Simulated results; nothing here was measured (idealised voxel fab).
process module | voxel capacitor over wiring
cross-section cut | 300 nm wide | cells 5 nm
A cross-section is a grid of square cells, given in bands from the top down. A band is one or more rows of cells.
Each band's line starts with the height of the band's top and of its bottom, in nm. Then come its materials from left to right, each with its width in nm. One material with "throughout" fills the band from edge to edge. "air" is empty space.
Height 0 is the level under which the wafer as received is all one material. The lowest band goes on downwards, as in "0 down".
A width such as "30 to 40" changes by the same amount from each row of cells to the next, from the band's top row to its bottom row.
"no change" after a step means that no cell of the cross-section changed.
closed voids: empty space of 8 cells or more with no open way to the top, each as width x height at its distance from the left edge, in nm
after a step's settings: what the simulator itself notes on the step
overlay nm, on a step with a mask: how far to the right of its planned place the mask lay; to the left if negative
Each pair below shows a cross-section before one step and the cross-section after it, down to the lowest band that changed. The line under each pair gives the step between them, with its settings. The pairs can come from different runs of this module on the same starting wafer, so a pair continues from the pair above only where its "before" says so.
before
  0 down: Si throughout
  closed voids: none
after
  15 to 0: SiO2 throughout
  below 0: unchanged
  closed voids: none
the step between: op CONFORMAL_DEP | material SiO2 | thk nm 15
before: the cross-section after the pair above
after
  20 to 15: TiN throughout
  below 15: unchanged
  closed voids: none
the step between: op DIRECTIONAL_DEP | material TiN | thk nm 5
before: the cross-section after the pair above
after
  40 to 20: W throughout
  below 20: unchanged
  closed voids: none
the step between: op DIRECTIONAL_DEP | material W | thk nm 20
before: the cross-section after the pair above
after
  60 to 40: air 100 | resist 25 | air 50 | resist 25 | air 100
  below 40: unchanged
  closed voids: none
the step between: op PATTERN | tone cover | mask id METAL_1 | material resist | width nm 25 | pitch nm 75 | thk nm 20 | overlay nm 0
before: the cross-section after the pair above
after
  60 to 40: air 100 | resist 25 | air 50 | resist 25 | air 100
  40 to 20: air 100 | W 25 | air 50 | W 25 | air 100
  below 20: unchanged
  closed voids: none
the step between: op DIRECTIONAL_ETCH | etch materials W | depth nm 20
before: the cross-section after the pair above
after
  60 to 40: air 100 | resist 25 | air 50 | resist 25 | air 100
  40 to 20: air 100 | W 25 | air 50 | W 25 | air 100
  20 to 15: air 100 | TiN 25 | air 50 | TiN 25 | air 100
  below 15: unchanged
  closed voids: none
the step between: op DIRECTIONAL_ETCH | etch materials TiN | depth nm 5
before: the cross-section after the pair above
after
  40 to 20: air 100 | W 25 | air 50 | W 25 | air 100
  below 20: unchanged
  closed voids: none
the step between: op STRIP | etch materials resist
before: the cross-section after the pair above
after
  45 to 40: air 95 | SiN 35 | air 40 | SiN 35 | air 95
  40 to 20: air 95 | SiN 5 | W 25 | SiN 5 | air 40 | SiN 5 | W 25 | SiN 5 | air 95
  20 to 15: SiN 100 | TiN 25 | SiN 50 | TiN 25 | SiN 100
  below 15: unchanged
  closed voids: none
the step between: op CONFORMAL_DEP | material SiN | thk nm 5
before: the cross-section after the pair above
after
  55 to 45: lowk throughout
  45 to 40: lowk 95 | SiN 35 | lowk 40 | SiN 35 | lowk 95
  40 to 20: lowk 95 | SiN 5 | W 25 | SiN 5 | lowk 40 | SiN 5 | W 25 | SiN 5 | lowk 95
  below 20: unchanged
  closed voids: none
the step between: op FILL_DEP | material lowk | thk nm 10
before: the cross-section after the pair above
after
  40 to 20: lowk 95 | SiN 5 | W 25 | SiN 5 | lowk 40 | SiN 5 | W 25 | SiN 5 | lowk 95
  below 20: unchanged
  closed voids: none
the step between: op CMP | height nm 40
before: the cross-section after the pair above
after
  45 to 40: SiCN throughout
  below 40: unchanged
  closed voids: none
the step between: op CONFORMAL_DEP | material SiCN | thk nm 5
before: the cross-section after the pair above
after
  65 to 45: SiO2 throughout
  below 45: unchanged
  closed voids: none
the step between: op DIRECTIONAL_DEP | material SiO2 | thk nm 20
before: the cross-section after the pair above
after
  65 to 45: SiO2 110 | air 15 | SiO2 175
  below 45: unchanged
  closed voids: none
the step between: op MASKED_ETCH | tone open | mask id PLUG_1 | width nm 15 | etch materials SiO2 | depth nm 20 | overlay nm 0
before: the cross-section after the pair above
after
  65 to 45: SiO2 110 | air 15 | SiO2 175
  45 to 40: SiCN 110 | air 15 | SiCN 175
  below 40: unchanged
  closed voids: none
the step between: op MASKED_ETCH | tone open | mask id PLUG_1 | width nm 15 | etch materials SiCN | depth nm 5 | overlay nm 0
before: the cross-section after the pair above
after
  65 to 50: SiO2 110 | air 15 | SiO2 175
  50 to 45: SiO2 110 | Ru 15 | SiO2 175
  45 to 40: SiCN 110 | Ru 15 | SiCN 175
  below 40: unchanged
  closed voids: none
the step between: op EPI | material Ru | thk nm 10
before: the cross-section after the pair above
after
  65 to 60: SiO2 110 | air 15 | SiO2 175
  60 to 45: SiO2 110 | Ru 15 | SiO2 175
  below 45: unchanged
  closed voids: none
the step between: op EPI | material Ru | thk nm 10
before: the cross-section after the pair above
after
  65 to 45: SiO2 110 | Ru 15 | SiO2 175
  below 45: unchanged
  closed voids: none
the step between: op EPI | material Ru | thk nm 5
before: the cross-section after the pair above
after
  75 to 65: TiN throughout
  below 65: unchanged
  closed voids: none
the step between: op DIRECTIONAL_DEP | material TiN | thk nm 10
before: the cross-section after the pair above
after
  80 to 75: HfO2 throughout
  below 75: unchanged
  closed voids: none
the step between: op DIRECTIONAL_DEP | material HfO2 | thk nm 5
before: the cross-section after the pair above
after
  90 to 80: TiN throughout
  below 80: unchanged
  closed voids: none
the step between: op DIRECTIONAL_DEP | material TiN | thk nm 10
before: the cross-section after the pair above
after
  90 to 80: air 110 | TiN 55 | air 135
  below 80: unchanged
  closed voids: none
the step between: op MASKED_ETCH | tone cover | mask id UPPER_PLATE | width nm 55 | etch materials TiN | depth nm 10 | overlay nm 0
before: the cross-section after the pair above
after
  90 to 80: air 110 | TiN 55 | air 135
  80 to 75: air 110 | HfO2 55 | air 135
  below 75: unchanged
  closed voids: none
the step between: op MASKED_ETCH | tone cover | mask id UPPER_PLATE | width nm 55 | etch materials HfO2 | depth nm 5 | overlay nm 0
before: the cross-section after the pair above
after
  105 to 90: air 110 | aC 55 | air 135
  90 to 80: aC 110 | TiN 55 | aC 135
  80 to 75: aC 110 | HfO2 55 | aC 135
  below 75: unchanged
  closed voids: none
the step between: op DIRECTIONAL_DEP | material aC | thk nm 15
before: the cross-section after the pair above
after
  140 to 105: air 105 | resist 65 | air 130
  105 to 90: air 105 | resist 5 | aC 55 | resist 5 | air 130
  below 90: unchanged
  closed voids: none
the step between: op PATTERN | tone cover | mask id LOWER_PLATE | material resist | width nm 65 | thk nm 35 | overlay nm 0
before: the cross-section after the pair above
after
  125 to 105: air 105 | resist 65 | air 130
  105 to 90: air 105 | resist 5 | aC 55 | resist 5 | air 130
  90 to 80: air 105 | aC 5 | TiN 55 | aC 5 | air 130
  80 to 75: air 105 | aC 5 | HfO2 55 | aC 5 | air 130
  below 75: unchanged
  closed voids: none
the step between: op DIRECTIONAL_ETCH | etch materials aC | depth nm 15
before: the cross-section after the pair above
after
  105 to 90: air 110 | aC 55 | air 135
  below 90: unchanged
  closed voids: none
the step between: op STRIP | etch materials resist
before: the cross-section after the pair above
after
  105 to 90: air 110 | aC 55 | air 135
  90 to 80: air 105 | aC 5 | TiN 55 | aC 5 | air 130
  80 to 75: air 105 | aC 5 | HfO2 55 | aC 5 | air 130
  75 to 65: air 105 | TiN 65 | air 130
  below 65: unchanged
  closed voids: none
the step between: op DIRECTIONAL_ETCH | etch materials TiN | depth nm 10
before: the cross-section after the pair above
after
  90 to 80: air 110 | TiN 55 | air 135
  80 to 75: air 110 | HfO2 55 | air 135
  below 75: unchanged
  closed voids: none
the step between: op STRIP | etch materials aC
before: the cross-section after the pair above
after
  110 to 90: SiO2 throughout
  90 to 80: SiO2 110 | TiN 55 | SiO2 135
  80 to 75: SiO2 110 | HfO2 55 | SiO2 135
  75 to 65: SiO2 105 | TiN 65 | SiO2 130
  below 65: unchanged
  closed voids: none
the step between: op FILL_DEP | material SiO2 | thk nm 20
before: the cross-section after the pair above
after
  105 to 90: SiO2 throughout
  below 90: unchanged
  closed voids: none
the step between: op CMP | height nm 105
before: the cross-section after the pair above
after
  115 to 105: aC throughout
  below 105: unchanged
  closed voids: none
the step between: op DIRECTIONAL_DEP | material aC | thk nm 10
before: the cross-section after the pair above
after
  140 to 115: resist 120 | air 15 | resist 165
  below 115: unchanged
  closed voids: none
the step between: op PATTERN | tone open | mask id PLUG_2 | material resist | width nm 15 | thk nm 25 | overlay nm 0
before: the cross-section after the pair above
after
  130 to 115: resist 120 | air 15 | resist 165
  115 to 105: aC 120 | air 15 | aC 165
  below 105: unchanged
  closed voids: none
the step between: op DIRECTIONAL_ETCH | etch materials aC | depth nm 10
before: the cross-section after the pair above
after
  115 to 105: aC 120 | air 15 | aC 165
  below 105: unchanged
  closed voids: none
the step between: op STRIP | etch materials resist
before: the cross-section after the pair above
after
  115 to 105: aC 120 | air 15 | aC 165
  105 to 90: SiO2 120 | air 15 | SiO2 165
  below 90: unchanged
  closed voids: none
the step between: op DIRECTIONAL_ETCH | etch materials SiO2 | depth nm 15
before: the cross-section after the pair above
after
  105 to 90: SiO2 120 | air 15 | SiO2 165
  below 90: unchanged
  closed voids: none
the step between: op STRIP | etch materials aC
before: the cross-section after the pair above
after
  110 to 105: TiN 125 | air 5 | TiN 170
  105 to 95: SiO2 120 | TiN 5 | air 5 | TiN 5 | SiO2 165
  95 to 90: SiO2 120 | TiN 15 | SiO2 165
  below 90: unchanged
  closed voids: none
the step between: op CONFORMAL_DEP | material TiN | thk nm 5
before: the cross-section after the pair above
after
  115 to 110: W throughout
  110 to 105: TiN 125 | W 5 | TiN 170
  105 to 95: SiO2 120 | TiN 5 | W 5 | TiN 5 | SiO2 165
  below 95: unchanged
  closed voids: none
the step between: op FILL_DEP | material W | thk nm 5
before: the cross-section after the pair above
after
  105 to 95: SiO2 120 | TiN 5 | W 5 | TiN 5 | SiO2 165
  below 95: unchanged
  closed voids: none
the step between: op CMP | height nm 105
before: the cross-section after the pair above
after
  110 to 105: SiCN throughout
  below 105: unchanged
  closed voids: none
the step between: op CONFORMAL_DEP | material SiCN | thk nm 5
before
  75 to 65: TiN throughout
  65 to 45: SiO2 110 | Ru 15 | SiO2 175
  45 to 40: SiCN 110 | Ru 15 | SiCN 175
  40 to 20: lowk 95 | SiN 5 | W 25 | SiN 5 | lowk 40 | SiN 5 | W 25 | SiN 5 | lowk 95
  20 to 15: SiN 100 | TiN 25 | SiN 50 | TiN 25 | SiN 100
  15 to 0: SiO2 throughout
  0 down: Si throughout
  closed voids: none
after
  85 to 65: TiN throughout
  below 65: unchanged
  closed voids: none
the step between: op DIRECTIONAL_DEP | material TiN | thk nm 10
before: the cross-section after the pair above
after
  85 to 75: air 110 | TiN 55 | air 135
  below 75: unchanged
  closed voids: none
the step between: op MASKED_ETCH | tone cover | mask id UPPER_PLATE | width nm 55 | etch materials TiN | depth nm 10 | overlay nm 0
before: the cross-section after the pair above
after
  100 to 90: air 110 | aC 55 | air 135
  90 to 85: aC throughout
  85 to 75: aC 110 | TiN 55 | aC 135
  below 75: unchanged
  closed voids: none
the step between: op DIRECTIONAL_DEP | material aC | thk nm 15
before: the cross-section after the pair above
after
  135 to 100: air 105 | resist 65 | air 130
  100 to 90: air 105 | resist 5 | aC 55 | resist 5 | air 130
  below 90: unchanged
  closed voids: none
the step between: op PATTERN | tone cover | mask id LOWER_PLATE | material resist | width nm 65 | thk nm 35 | overlay nm 0
before: the cross-section after the pair above
after
  120 to 100: air 105 | resist 65 | air 130
  100 to 90: air 105 | resist 5 | aC 55 | resist 5 | air 130
  90 to 85: air 105 | aC 65 | air 130
  85 to 75: air 105 | aC 5 | TiN 55 | aC 5 | air 130
  below 75: unchanged
  closed voids: none
the step between: op DIRECTIONAL_ETCH | etch materials aC | depth nm 15
before: the cross-section after the pair above
after
  100 to 90: air 110 | aC 55 | air 135
  below 90: unchanged
  closed voids: none
the step between: op STRIP | etch materials resist
before: the cross-section after the pair above
after
  100 to 90: air 110 | aC 55 | air 135
  90 to 85: air 105 | aC 65 | air 130
  85 to 75: air 105 | aC 5 | TiN 55 | aC 5 | air 130
  75 to 65: air 105 | TiN 65 | air 130
  below 65: unchanged
  closed voids: none
the step between: op DIRECTIONAL_ETCH | etch materials TiN | depth nm 10
before: the cross-section after the pair above
after
  85 to 75: air 110 | TiN 55 | air 135
  below 75: unchanged
  closed voids: none
the step between: op STRIP | etch materials aC
before: the cross-section after the pair above
after
  105 to 85: SiO2 throughout
  85 to 75: SiO2 110 | TiN 55 | SiO2 135
  75 to 65: SiO2 105 | TiN 65 | SiO2 130
  below 65: unchanged
  closed voids: none
the step between: op FILL_DEP | material SiO2 | thk nm 20
before: the cross-section after the pair above
after
  115 to 105: aC throughout
  below 105: unchanged
  closed voids: none
the step between: op DIRECTIONAL_DEP | material aC | thk nm 10
before: the cross-section after the pair above
after
  140 to 115: resist 120 | air 15 | resist 165
  below 115: unchanged
  closed voids: none
the step between: op PATTERN | tone open | mask id PLUG_2 | material resist | width nm 15 | thk nm 25 | overlay nm 0
before: the cross-section after the pair above
after
  130 to 115: resist 120 | air 15 | resist 165
  115 to 105: aC 120 | air 15 | aC 165
  below 105: unchanged
  closed voids: none
the step between: op DIRECTIONAL_ETCH | etch materials aC | depth nm 10
before: the cross-section after the pair above
after
  115 to 105: aC 120 | air 15 | aC 165
  below 105: unchanged
  closed voids: none
the step between: op STRIP | etch materials resist
before: the cross-section after the pair above
after
  115 to 105: aC 120 | air 15 | aC 165
  105 to 90: SiO2 120 | air 15 | SiO2 165
  below 90: unchanged
  closed voids: none
the step between: op DIRECTIONAL_ETCH | etch materials SiO2 | depth nm 15
before: the cross-section after the pair above
after
  105 to 90: SiO2 120 | air 15 | SiO2 165
  below 90: unchanged
  closed voids: none
the step between: op STRIP | etch materials aC
before: the cross-section after the pair above
after
  110 to 105: TiN 125 | air 5 | TiN 170
  105 to 95: SiO2 120 | TiN 5 | air 5 | TiN 5 | SiO2 165
  95 to 90: SiO2 120 | TiN 15 | SiO2 165
  below 90: unchanged
  closed voids: none
the step between: op CONFORMAL_DEP | material TiN | thk nm 5
before: the cross-section after the pair above
after
  115 to 110: W throughout
  110 to 105: TiN 125 | W 5 | TiN 170
  105 to 95: SiO2 120 | TiN 5 | W 5 | TiN 5 | SiO2 165
  below 95: unchanged
  closed voids: none
the step between: op FILL_DEP | material W | thk nm 5
before: the cross-section after the pair above
after
  105 to 95: SiO2 120 | TiN 5 | W 5 | TiN 5 | SiO2 165
  below 95: unchanged
  closed voids: none
the step between: op CMP | height nm 105
before: the cross-section after the pair above
after
  110 to 105: SiCN throughout
  below 105: unchanged
  closed voids: none
the step between: op CONFORMAL_DEP | material SiCN | thk nm 5
before
  65 to 60: SiO2 110 | air 15 | SiO2 175
  60 to 45: SiO2 110 | Ru 15 | SiO2 175
  45 to 40: SiCN 110 | Ru 15 | SiCN 175
  40 to 20: lowk 95 | SiN 5 | W 25 | SiN 5 | lowk 40 | SiN 5 | W 25 | SiN 5 | lowk 95
  20 to 15: SiN 100 | TiN 25 | SiN 50 | TiN 25 | SiN 100
  15 to 0: SiO2 throughout
  0 down: Si throughout
  closed voids: none
after
  70 to 65: air 105 | Ru 25 | air 170
  65 to 45: SiO2 110 | Ru 15 | SiO2 175
  below 45: unchanged
  closed voids: none
the step between: op EPI | material Ru | thk nm 10
before: the cross-section after the pair above
after
  75 to 65: air 100 | Ru 35 | air 165
  below 65: unchanged
  closed voids: none
the step between: op EPI | material Ru | thk nm 5
before: the cross-section after the pair above
after
  85 to 75: air 100 | TiN 35 | air 165
  75 to 65: TiN 100 | Ru 35 | TiN 165
  below 65: unchanged
  closed voids: none
the step between: op DIRECTIONAL_DEP | material TiN | thk nm 10
before: the cross-section after the pair above
after
  90 to 85: air 100 | HfO2 35 | air 165
  85 to 80: air 100 | TiN 35 | air 165
  80 to 75: HfO2 100 | TiN 35 | HfO2 165
  below 75: unchanged
  closed voids: none
the step between: op DIRECTIONAL_DEP | material HfO2 | thk nm 5
before: the cross-section after the pair above
after
  100 to 90: air 100 | TiN 35 | air 165
  90 to 85: TiN 100 | HfO2 35 | TiN 165
  85 to 80: TiN throughout
  below 80: unchanged
  closed voids: none
the step between: op DIRECTIONAL_DEP | material TiN | thk nm 10
before: the cross-section after the pair above
after
  100 to 90: air 110 | TiN 25 | air 165
  90 to 85: air 100 | HfO2 35 | TiN 30 | air 135
  85 to 80: air 100 | TiN 65 | air 135
  below 80: unchanged
  closed voids: none
the step between: op MASKED_ETCH | tone cover | mask id UPPER_PLATE | width nm 55 | etch materials TiN | depth nm 10 | overlay nm 0
before: the cross-section after the pair above
after
  100 to 90: air 110 | TiN 25 | air 165
  90 to 85: air 110 | HfO2 25 | TiN 30 | air 135
  85 to 80: air 100 | TiN 65 | air 135
  80 to 75: air 100 | TiN 35 | HfO2 30 | air 135
  below 75: unchanged
  closed voids: none
the step between: op MASKED_ETCH | tone cover | mask id UPPER_PLATE | width nm 55 | etch materials HfO2 | depth nm 5 | overlay nm 0
before: the cross-section after the pair above
after
  115 to 105: air 110 | aC 25 | air 165
  105 to 100: air 110 | aC 55 | air 135
  100 to 90: air 100 | aC 10 | TiN 25 | aC 30 | air 135
  90 to 85: aC 110 | HfO2 25 | TiN 30 | aC 135
  85 to 80: aC 100 | TiN 65 | aC 135
  80 to 75: aC 100 | TiN 35 | HfO2 30 | aC 135
  below 75: unchanged
  closed voids: none
the step between: op DIRECTIONAL_DEP | material aC | thk nm 15
before: the cross-section after the pair above
after
  150 to 115: air 105 | resist 65 | air 130
  115 to 105: air 105 | resist 5 | aC 25 | resist 35 | air 130
  105 to 100: air 105 | resist 5 | aC 55 | resist 5 | air 130
  100 to 90: air 100 | aC 10 | TiN 25 | aC 30 | resist 5 | air 130
  below 90: unchanged
  closed voids: none
the step between: op PATTERN | tone cover | mask id LOWER_PLATE | material resist | width nm 65 | thk nm 35 | overlay nm 0
before: the cross-section after the pair above
after
  135 to 115: air 105 | resist 65 | air 130
  115 to 105: air 105 | resist 5 | aC 25 | resist 35 | air 130
  105 to 100: air 105 | resist 5 | aC 55 | resist 5 | air 130
  100 to 90: air 105 | aC 5 | TiN 25 | aC 30 | resist 5 | air 130
  90 to 85: air 105 | aC 5 | HfO2 25 | TiN 30 | aC 5 | air 130
  85 to 80: air 100 | TiN 65 | aC 5 | air 130
  80 to 75: air 100 | TiN 35 | HfO2 30 | aC 5 | air 130
  below 75: unchanged
  closed voids: none
the step between: op DIRECTIONAL_ETCH | etch materials aC | depth nm 15
before: the cross-section after the pair above
after
  115 to 105: air 110 | aC 25 | air 165
  105 to 100: air 110 | aC 55 | air 135
  100 to 90: air 105 | aC 5 | TiN 25 | aC 30 | air 135
  below 90: unchanged
  closed voids: none
the step between: op STRIP | etch materials resist
before: the cross-section after the pair above
after
  115 to 105: air 110 | aC 25 | air 165
  105 to 100: air 110 | aC 55 | air 135
  100 to 90: air 105 | aC 5 | TiN 25 | aC 30 | air 135
  90 to 85: air 105 | aC 5 | HfO2 25 | TiN 30 | aC 5 | air 130
  85 to 80: air 105 | TiN 60 | aC 5 | air 130
  80 to 75: air 105 | TiN 30 | HfO2 30 | aC 5 | air 130
  75 to 65: air 100 | Ru 35 | TiN 35 | air 130
  below 65: unchanged
  closed voids: none
the step between: op DIRECTIONAL_ETCH | etch materials TiN | depth nm 10
before: the cross-section after the pair above
after
  100 to 90: air 110 | TiN 25 | air 165
  90 to 85: air 110 | HfO2 25 | TiN 30 | air 135
  85 to 80: air 105 | TiN 60 | air 135
  80 to 75: air 105 | TiN 30 | HfO2 30 | air 135
  below 75: unchanged
  closed voids: none
the step between: op STRIP | etch materials aC
before: the cross-section after the pair above
after
  120 to 100: SiO2 throughout
  100 to 90: SiO2 110 | TiN 25 | SiO2 165
  90 to 85: SiO2 110 | HfO2 25 | TiN 30 | SiO2 135
  85 to 80: SiO2 105 | TiN 60 | SiO2 135
  80 to 75: SiO2 105 | TiN 30 | HfO2 30 | SiO2 135
  75 to 65: SiO2 100 | Ru 35 | TiN 35 | SiO2 130
  below 65: unchanged
  closed voids: none
the step between: op FILL_DEP | material SiO2 | thk nm 20
before: the cross-section after the pair above
after
  105 to 100: SiO2 throughout
  below 100: unchanged
  closed voids: none
the step between: op CMP | height nm 105
before: the cross-section after the pair above
after
  115 to 105: aC throughout
  below 105: unchanged
  closed voids: none
the step between: op DIRECTIONAL_DEP | material aC | thk nm 10
before: the cross-section after the pair above
after
  140 to 115: resist 120 | air 15 | resist 165
  below 115: unchanged
  closed voids: none
the step between: op PATTERN | tone open | mask id PLUG_2 | material resist | width nm 15 | thk nm 25 | overlay nm 0
before: the cross-section after the pair above
after
  130 to 115: resist 120 | air 15 | resist 165
  115 to 105: aC 120 | air 15 | aC 165
  below 105: unchanged
  closed voids: none
the step between: op DIRECTIONAL_ETCH | etch materials aC | depth nm 10
before: the cross-section after the pair above
after
  115 to 105: aC 120 | air 15 | aC 165
  below 105: unchanged
  closed voids: none
the step between: op STRIP | etch materials resist
before: the cross-section after the pair above
after
  115 to 105: aC 120 | air 15 | aC 165
  105 to 100: SiO2 120 | air 15 | SiO2 165
  below 100: unchanged
  closed voids: none
the step between: op DIRECTIONAL_ETCH | etch materials SiO2 | depth nm 15
before: the cross-section after the pair above
after
  105 to 100: SiO2 120 | air 15 | SiO2 165
  below 100: unchanged
  closed voids: none
the step between: op STRIP | etch materials aC
before: the cross-section after the pair above
after
  110 to 105: TiN 125 | air 5 | TiN 170
  105 to 100: SiO2 120 | TiN 15 | SiO2 165
  below 100: unchanged
  closed voids: none
the step between: op CONFORMAL_DEP | material TiN | thk nm 5
before: the cross-section after the pair above
after
  115 to 110: W throughout
  110 to 105: TiN 125 | W 5 | TiN 170
  below 105: unchanged
  closed voids: none
the step between: op FILL_DEP | material W | thk nm 5
before: the cross-section after the pair above
after
  105 to 100: SiO2 120 | TiN 15 | SiO2 165
  below 100: unchanged
  closed voids: none
the step between: op CMP | height nm 105
before: the cross-section after the pair above
after
  110 to 105: SiCN throughout
  below 105: unchanged
  closed voids: none
the step between: op CONFORMAL_DEP | material SiCN | thk nm 5
before
  40 to 20: lowk 95 | SiN 5 | W 25 | SiN 5 | lowk 40 | SiN 5 | W 25 | SiN 5 | lowk 95
  20 to 15: SiN 100 | TiN 25 | SiN 50 | TiN 25 | SiN 100
  15 to 0: SiO2 throughout
  0 down: Si throughout
  closed voids: none
after
  60 to 40: SiO2 throughout
  below 40: unchanged
  closed voids: none
the step between: op DIRECTIONAL_DEP | material SiO2 | thk nm 20
before: the cross-section after the pair above
after
  65 to 60: SiCN throughout
  below 60: unchanged
  closed voids: none
the step between: op CONFORMAL_DEP | material SiCN | thk nm 5
before: the cross-section after the pair above
after
  65 to 60: SiCN 110 | air 15 | SiCN 175
  below 60: unchanged
  closed voids: none
the step between: op MASKED_ETCH | tone open | mask id PLUG_1 | width nm 15 | etch materials SiCN | depth nm 5 | overlay nm 0
before: the cross-section after the pair above
after
  75 to 70: TiN 110 | air 15 | TiN 175
  70 to 65: TiN throughout
  65 to 60: SiCN 110 | TiN 15 | SiCN 175
  below 60: unchanged
  closed voids: none
the step between: op DIRECTIONAL_DEP | material TiN | thk nm 10
before: the cross-section after the pair above
after
  80 to 75: HfO2 110 | air 15 | HfO2 175
  75 to 70: TiN 110 | HfO2 15 | TiN 175
  below 70: unchanged
  closed voids: none
the step between: op DIRECTIONAL_DEP | material HfO2 | thk nm 5
before: the cross-section after the pair above
after
  90 to 85: TiN 110 | air 15 | TiN 175
  85 to 80: TiN throughout
  80 to 75: HfO2 110 | TiN 15 | HfO2 175
  below 75: unchanged
  closed voids: none
the step between: op DIRECTIONAL_DEP | material TiN | thk nm 10
before: the cross-section after the pair above
after
  90 to 80: air 125 to 110 | TiN 40 to 55 | air 135
  below 80: unchanged
  closed voids: none
the step between: op MASKED_ETCH | tone cover | mask id UPPER_PLATE | width nm 55 | etch materials TiN | depth nm 10 | overlay nm 0
before: the cross-section after the pair above
after
  90 to 80: air 125 to 110 | TiN 40 to 55 | air 135
  80 to 75: air 110 | TiN 15 | HfO2 40 | air 135
  below 75: unchanged
  closed voids: none
the step between: op MASKED_ETCH | tone cover | mask id UPPER_PLATE | width nm 55 | etch materials HfO2 | depth nm 5 | overlay nm 0
before: the cross-section after the pair above
after
  105 to 100: air 125 | aC 40 | air 135
  100 to 90: air 110 | aC 55 | air 135
  90 to 80: aC 125 to 110 | TiN 40 to 55 | aC 135
  80 to 75: aC 110 | TiN 15 | HfO2 40 | aC 135
  below 75: unchanged
  closed voids: none
the step between: op DIRECTIONAL_DEP | material aC | thk nm 15
before: the cross-section after the pair above
after
  140 to 105: air 105 | resist 65 | air 130
  105 to 100: air 105 | resist 20 | aC 40 | resist 5 | air 130
  100 to 90: air 105 | resist 5 | aC 55 | resist 5 | air 130
  below 90: unchanged
  closed voids: none
the step between: op PATTERN | tone cover | mask id LOWER_PLATE | material resist | width nm 65 | thk nm 35 | overlay nm 0
before: the cross-section after the pair above
after
  125 to 105: air 105 | resist 65 | air 130
  105 to 100: air 105 | resist 20 | aC 40 | resist 5 | air 130
  100 to 90: air 105 | resist 5 | aC 55 | resist 5 | air 130
  90 to 80: air 105 | aC 20 to 5 | TiN 40 to 55 | aC 5 | air 130
  80 to 75: air 105 | aC 5 | TiN 15 | HfO2 40 | aC 5 | air 130
  below 75: unchanged
  closed voids: none
the step between: op DIRECTIONAL_ETCH | etch materials aC | depth nm 15
before: the cross-section after the pair above
after
  105 to 100: air 125 | aC 40 | air 135
  100 to 90: air 110 | aC 55 | air 135
  below 90: unchanged
  closed voids: none
the step between: op STRIP | etch materials resist
before: the cross-section after the pair above
after
  105 to 100: air 125 | aC 40 | air 135
  100 to 90: air 110 | aC 55 | air 135
  90 to 80: air 105 | aC 20 to 5 | TiN 40 to 55 | aC 5 | air 130
  80 to 75: air 105 | aC 5 | TiN 15 | HfO2 40 | aC 5 | air 130
  75 to 70: air 105 | TiN 5 | HfO2 15 | TiN 45 | air 130
  70 to 65: air 105 | TiN 65 | air 130
  below 65: unchanged
  closed voids: none
the step between: op DIRECTIONAL_ETCH | etch materials TiN | depth nm 10
before: the cross-section after the pair above
after
  90 to 80: air 125 to 110 | TiN 40 to 55 | air 135
  80 to 75: air 110 | TiN 15 | HfO2 40 | air 135
  below 75: unchanged
  closed voids: none
the step between: op STRIP | etch materials aC
before: the cross-section after the pair above
after
  110 to 90: SiO2 throughout
  90 to 80: SiO2 125 to 110 | TiN 40 to 55 | SiO2 135
  80 to 75: SiO2 110 | TiN 15 | HfO2 40 | SiO2 135
  75 to 70: SiO2 105 | TiN 5 | HfO2 15 | TiN 45 | SiO2 130
  70 to 65: SiO2 105 | TiN 65 | SiO2 130
  below 65: unchanged
  closed voids: none
the step between: op FILL_DEP | material SiO2 | thk nm 20
before: the cross-section after the pair above
after
  105 to 90: SiO2 throughout
  below 90: unchanged
  closed voids: none
the step between: op CMP | height nm 105
before: the cross-section after the pair above
after
  115 to 105: aC throughout
  below 105: unchanged
  closed voids: none
the step between: op DIRECTIONAL_DEP | material aC | thk nm 10
before: the cross-section after the pair above
after
  140 to 115: resist 120 | air 15 | resist 165
  below 115: unchanged
  closed voids: none
the step between: op PATTERN | tone open | mask id PLUG_2 | material resist | width nm 15 | thk nm 25 | overlay nm 0
before: the cross-section after the pair above
after
  130 to 115: resist 120 | air 15 | resist 165
  115 to 105: aC 120 | air 15 | aC 165
  below 105: unchanged
  closed voids: none
the step between: op DIRECTIONAL_ETCH | etch materials aC | depth nm 10
before: the cross-section after the pair above
after
  115 to 105: aC 120 | air 15 | aC 165
  below 105: unchanged
  closed voids: none
the step between: op STRIP | etch materials resist
before: the cross-section after the pair above
after
  115 to 105: aC 120 | air 15 | aC 165
  105 to 90: SiO2 120 | air 15 | SiO2 165
  below 90: unchanged
  closed voids: none
the step between: op DIRECTIONAL_ETCH | etch materials SiO2 | depth nm 15
before: the cross-section after the pair above
after
  105 to 90: SiO2 120 | air 15 | SiO2 165
  below 90: unchanged
  closed voids: none
the step between: op STRIP | etch materials aC
before: the cross-section after the pair above
after
  110 to 105: TiN 125 | air 5 | TiN 170
  105 to 95: SiO2 120 | TiN 5 | air 5 | TiN 5 | SiO2 165
  95 to 85: SiO2 120 to 125 | TiN 15 to 40 | SiO2 165 to 135
  below 85: unchanged
  closed voids: none
the step between: op CONFORMAL_DEP | material TiN | thk nm 5
before: the cross-section after the pair above
after
  115 to 110: W throughout
  110 to 105: TiN 125 | W 5 | TiN 170
  105 to 95: SiO2 120 | TiN 5 | W 5 | TiN 5 | SiO2 165
  below 95: unchanged
  closed voids: none
the step between: op FILL_DEP | material W | thk nm 5
before: the cross-section after the pair above
after
  105 to 95: SiO2 120 | TiN 5 | W 5 | TiN 5 | SiO2 165
  below 95: unchanged
  closed voids: none
the step between: op CMP | height nm 105
before: the cross-section after the pair above
after
  110 to 105: SiCN throughout
  below 105: unchanged
  closed voids: none
the step between: op CONFORMAL_DEP | material SiCN | thk nm 5
before
  105 to 90: air 110 | aC 55 | air 135
  90 to 80: air 105 | aC 5 | TiN 55 | aC 5 | air 130
  80 to 75: air 105 | aC 5 | HfO2 55 | aC 5 | air 130
  75 to 65: TiN throughout
  65 to 45: SiO2 110 | Ru 15 | SiO2 175
  45 to 40: SiCN 110 | Ru 15 | SiCN 175
  40 to 20: lowk 95 | SiN 5 | W 25 | SiN 5 | lowk 40 | SiN 5 | W 25 | SiN 5 | lowk 95
  20 to 15: SiN 100 | TiN 25 | SiN 50 | TiN 25 | SiN 100
  15 to 0: SiO2 throughout
  0 down: Si throughout
  closed voids: none
after
  105 to 90: air 110 | aC 55 | air 135
  90 to 80: air 105 | aC 5 | TiN 55 | aC 5 | air 130
  80 to 75: air 105 | aC 5 | HfO2 55 | aC 5 | air 130
  75 to 70: air 105 | TiN 65 | air 130
  below 70: unchanged
  closed voids: none
the step between: op DIRECTIONAL_ETCH | etch materials TiN | depth nm 5
before: the cross-section after the pair above
after
  90 to 80: air 110 | TiN 55 | air 135
  80 to 75: air 110 | HfO2 55 | air 135
  below 75: unchanged
  closed voids: none
the step between: op STRIP | etch materials aC
